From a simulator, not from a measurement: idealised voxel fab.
This section sets out a process module, namely voxel self aligned contacts.
Cross-sectional view cut (width: 170 nm; square cell size: 5 nm).
Each cross-section below is a grid of square cells, stated as bands in top-down order, with one or more rows of cells making up each band.
Heights first: top, then bottom, in nm. Then materials, left to right, each with a width in nm. "all across" on a single material: fills the band edge to edge. "empty": empty space.
Heights are measured from 0, the level below which the as-received wafer is all one material; the lowest band has no bottom and continues downward, written as in "0..down".
When a width is written as two numbers, as in "30 to 40", the first number is the width in the top row of cells of the band and the second is the width in its bottom row, and the width changes by the same amount from each row to the next.
For the purposes of this document, the phrase "identical to before" attached to a step denotes that no cell within the cross-section was modified by that step.
"Enclosed empty spaces" contains a list of empty spaces, each no smaller than 8 cells and without an open way to the top, written in the form width x height at distance with the distance from the left edge and all three in nm.
Note: text after step settings on the step line = simulator remark on that step.
A step line may carry the setting "overlay nm", which, for steps involving a mask, states the distance by which the mask lay to the right of its intended position; negative values denote displacement to the left.

HERE'S WHAT THE PLANNED PROCESS STEPS LOOK LIKE
1 RECEIVE | material Si
2 CONFORMAL_DEP | material SiO2 | thk nm 5
3 DIRECTIONAL_DEP | material polySi | thk nm 30
4 DIRECTIONAL_DEP | material SiN | thk nm 15
5 MASKED_ETCH | tone cover | mask id GATE | width nm 25 | pitch nm 50 | etch materials SiN | depth nm 15 | overlay nm 0
6 MASKED_ETCH | tone cover | mask id GATE | width nm 25 | pitch nm 50 | etch materials polySi | depth nm 30 | overlay nm 0
7 CONFORMAL_DEP | material SiN | thk nm 5
8 DIRECTIONAL_ETCH | etch materials SiN | depth nm 5
9 FILL_DEP | material SiO2 | thk nm 15
10 CMP | height nm 60
11 DIRECTIONAL_DEP | material aC | thk nm 10
12 PATTERN | tone open | mask id CONTACT | material resist | width nm 35 | pitch nm 50 | thk nm 30 | overlay nm -15
13 DIRECTIONAL_ETCH | etch materials aC | depth nm 10
14 STRIP | etch materials resist
15 DIRECTIONAL_ETCH | etch materials SiO2 | depth nm 60
16 STRIP | etch materials aC
17 CONFORMAL_DEP | material TiN | thk nm 5
18 FILL_DEP | material Ru | thk nm 5
19 CMP | height nm 60
20 CONFORMAL_DEP | material SiCN | thk nm 5
varied across the wafers: overlay nm of step 12. The plan shows the first wafer's value. All wafers start alike

RECEIVED WAFERS, FIRST OF SEVERAL: CROSS-SECTION AFTER STEP 1
    0..down | Si all across
    Enclosed empty spaces: none

PER-WAFER ROWS BELOW. FOR EACH MATERIAL: CELLS GAINED (+) OR LOST (-) SINCE THE WAFER WAS RECEIVED, AS OF END OF MODULE. THEN: CLOSED VOIDS
overlay nm -15, +10 Ru, +34 SiCN, +99 SiN, +151 SiO2, +58 TiN, +90 polySi, Enclosed empty spaces: none
overlay nm -10, +30 Ru, +34 SiCN, +99 SiN, +131 SiO2, +58 TiN, +90 polySi, Enclosed empty spaces: none
overlay nm -5, +30 Ru, +34 SiCN, +99 SiN, +131 SiO2, +58 TiN, +90 polySi, Enclosed empty spaces: none
overlay nm 0, +30 Ru, +34 SiCN, +99 SiN, +131 SiO2, +58 TiN, +90 polySi, Enclosed empty spaces: none
overlay nm 5, +30 Ru, +34 SiCN, +99 SiN, +131 SiO2, +58 TiN, +90 polySi, Enclosed empty spaces: none
overlay nm 10, +30 Ru, +34 SiCN, +99 SiN, +131 SiO2, +58 TiN, +90 polySi, Enclosed empty spaces: none
overlay nm 15, +10 Ru, +34 SiCN, +99 SiN, +151 SiO2, +58 TiN, +90 polySi, Enclosed empty spaces: none
